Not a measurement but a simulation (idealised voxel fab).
process module | voxel transistor to metal
cross-section cut | 280 nm wide | cells 5 nm
A cross-section is a grid of square cells, given in bands from the top down. A band is one or more rows of cells.
Each band's line starts with the height of the band's top and of its bottom, in nm. Then come its materials from left to right, each with its width in nm. One material with "throughout" fills the band from edge to edge. "air" is empty space.
Height 0 is the level under which the wafer as received is all one material. The lowest band goes on downwards, as in "0 down".
A width such as "30 to 40" changes by the same amount from each row of cells to the next, from the band's top row to its bottom row.
"no change" after a step means that no cell of the cross-section changed.
closed voids: empty space of 8 cells or more with no open way to the top, each as width x height at its distance from the left edge, in nm
after a step's settings: what the simulator itself notes on the step
overlay nm, on a step with a mask: how far to the right of its planned place the mask lay; to the left if negative
plan
1 op RECEIVE | material Si
2 op CONFORMAL_DEP | material SiO2 | thk nm 5
3 op CONFORMAL_DEP | material SiN | thk nm 15
4 op DIRECTIONAL_DEP | material aC | thk nm 10
5 op PATTERN | tone cover | mask id ACTIVE | material resist | width nm 105 | pitch nm 125 | thk nm 25 | overlay nm 0
6 op DIRECTIONAL_ETCH | etch materials aC | depth nm 10
7 op STRIP | etch materials resist
8 op DIRECTIONAL_ETCH | etch materials SiN | depth nm 15
9 op DIRECTIONAL_ETCH | etch materials SiO2 | depth nm 5
10 op DIRECTIONAL_ETCH | etch materials Si | depth nm 30
11 op STRIP | etch materials aC
12 op FILL_DEP | material SiO2 | thk nm 5
13 op CMP | height nm 20
14 op SELECTIVE_ETCH | etch materials SiO2 | depth nm 15
15 op STRIP | etch materials SiN
16 op SELECTIVE_ETCH | etch materials SiO2 | depth nm 5
17 op OXIDIZE | depth nm 5
18 op DIRECTIONAL_DEP | material polySi | thk nm 30
19 op DIRECTIONAL_DEP | material SiCN | thk nm 15
20 op PATTERN | tone cover | mask id GATE | material resist | width nm 25 | pitch nm 125 | thk nm 15 | overlay nm 0
21 op DIRECTIONAL_ETCH | etch materials SiCN | depth nm 25
22 op DIRECTIONAL_ETCH | etch materials polySi | depth nm 40
23 op STRIP | etch materials resist
24 op CONFORMAL_DEP | material SiO2 | thk nm 5
25 op DIRECTIONAL_ETCH | etch materials SiO2 | depth nm 5
26 op CONFORMAL_DEP | material SiN | thk nm 10
27 op DIRECTIONAL_ETCH | etch materials SiN | depth nm 10
28 op DIRECTIONAL_ETCH | etch materials SiO2 | depth nm 5
29 op DIRECTIONAL_ETCH | etch materials Si | depth nm 15
30 op EPI | material SiGe | thk nm 20
31 op FILL_DEP | material SiO2 | thk nm 10
32 op CMP | height nm 45
33 op DIRECTIONAL_DEP | material SiO2 | thk nm 10
34 op DIRECTIONAL_DEP | material aC | thk nm 10
35 op PATTERN | tone open | mask id CONTACT | material resist | width nm 30 | thk nm 25 | overlay nm 0
36 op DIRECTIONAL_ETCH | etch materials aC | depth nm 10
37 op STRIP | etch materials resist
38 op DIRECTIONAL_ETCH | etch materials SiO2 | depth nm 40
39 op STRIP | etch materials aC
40 op CONFORMAL_DEP | material TiN | thk nm 5
41 op FILL_DEP | material W | thk nm 10
42 op CMP | height nm 55
43 op DIRECTIONAL_DEP | material TiN | thk nm 5
44 op DIRECTIONAL_DEP | material Ru | thk nm 20
45 op DIRECTIONAL_DEP | material aC | thk nm 10
46 op PATTERN | tone cover | mask id METAL_1 | material resist | width nm 20 | thk nm 25 | overlay nm 0
47 op DIRECTIONAL_ETCH | etch materials aC | depth nm 10
48 op STRIP | etch materials resist
49 op DIRECTIONAL_ETCH | etch materials Ru | depth nm 20
50 op DIRECTIONAL_ETCH | etch materials TiN | depth nm 5
51 op STRIP | etch materials aC
52 op FILL_DEP | material SiO2 | thk nm 5
53 op CMP | height nm 80
54 op CONFORMAL_DEP | material SiN | thk nm 5
as received, after step 1
  0 down: Si throughout
  closed voids: none
a wafer at the end: this start, this plan, one mistake
  85 to 80: SiN throughout
  80 to 60: SiO2 30 | Ru 20 | SiO2 55 | Ru 20 | SiO2 30 | Ru 20 | SiO2 55 | Ru 20 | SiO2 30
  60 to 55: SiO2 30 | TiN 20 | SiO2 55 | TiN 20 | SiO2 30 | TiN 20 | SiO2 55 | TiN 20 | SiO2 30
  55 to 45: SiO2 35 | TiN 5 | W 10 to 5 | TiN 5 to 10 | SiO2 45 | TiN 5 to 10 | W 10 to 5 | TiN 5 | SiO2 40 | TiN 5 | W 10 to 5 | TiN 5 to 10 | SiO2 45 | TiN 5 to 10 | W 10 to 5 | TiN 5 | SiO2 35
  45 to 30: SiO2 35 | TiN 5 | W 5 | TiN 5 | SiN 10 | SiO2 5 | SiCN 25 | SiO2 5 | SiN 10 | TiN 5 | W 5 | TiN 5 | SiO2 40 | TiN 5 | W 5 | TiN 5 | SiN 10 | SiO2 5 | SiCN 25 | SiO2 5 | SiN 10 | TiN 5 | W 5 | TiN 5 | SiO2 35
  30 to 20: SiO2 35 | TiN 5 | W 5 | TiN 5 | SiN 10 | SiO2 5 | polySi 25 | SiO2 5 | SiN 10 | TiN 5 | W 5 | TiN 5 | SiO2 40 | TiN 5 | W 5 | TiN 5 | SiN 10 | SiO2 5 | polySi 25 | SiO2 5 | SiN 10 | TiN 5 | W 5 | TiN 5 | SiO2 35
  20 to 15: SiO2 35 | TiN 15 | SiN 10 | SiO2 5 | polySi 25 | SiO2 5 | SiN 10 | TiN 15 | SiO2 40 | TiN 15 | SiN 10 | SiO2 5 | polySi 25 | SiO2 5 | SiN 10 | TiN 15 | SiO2 35
  15 to 0: SiO2 30 | SiGe 20 | SiN 10 | SiO2 5 | polySi 25 | SiO2 5 | SiN 10 | SiGe 20 | SiO2 30 | SiGe 20 | SiN 10 | SiO2 5 | polySi 25 | SiO2 5 | SiN 10 | SiGe 20 | SiO2 30
  0 to -5: SiO2 20 | SiGe 30 | SiO2 55 | SiGe 30 | SiO2 10 | SiGe 30 | SiO2 55 | SiGe 30 | SiO2 20
  -5 to -20: SiO2 25 | SiGe 25 | Si 55 | SiGe 25 | SiO2 20 | SiGe 25 | Si 55 | SiGe 25 | SiO2 25
  -20 to -30: SiO2 25 | Si 105 | SiO2 20 | Si 105 | SiO2 25
  -30 down: Si throughout
  closed voids: none
what went wrong: step 35 ran as: op PATTERN | tone open | mask id CONTACT | material resist | width nm 20 | thk nm 25 | overlay nm 0
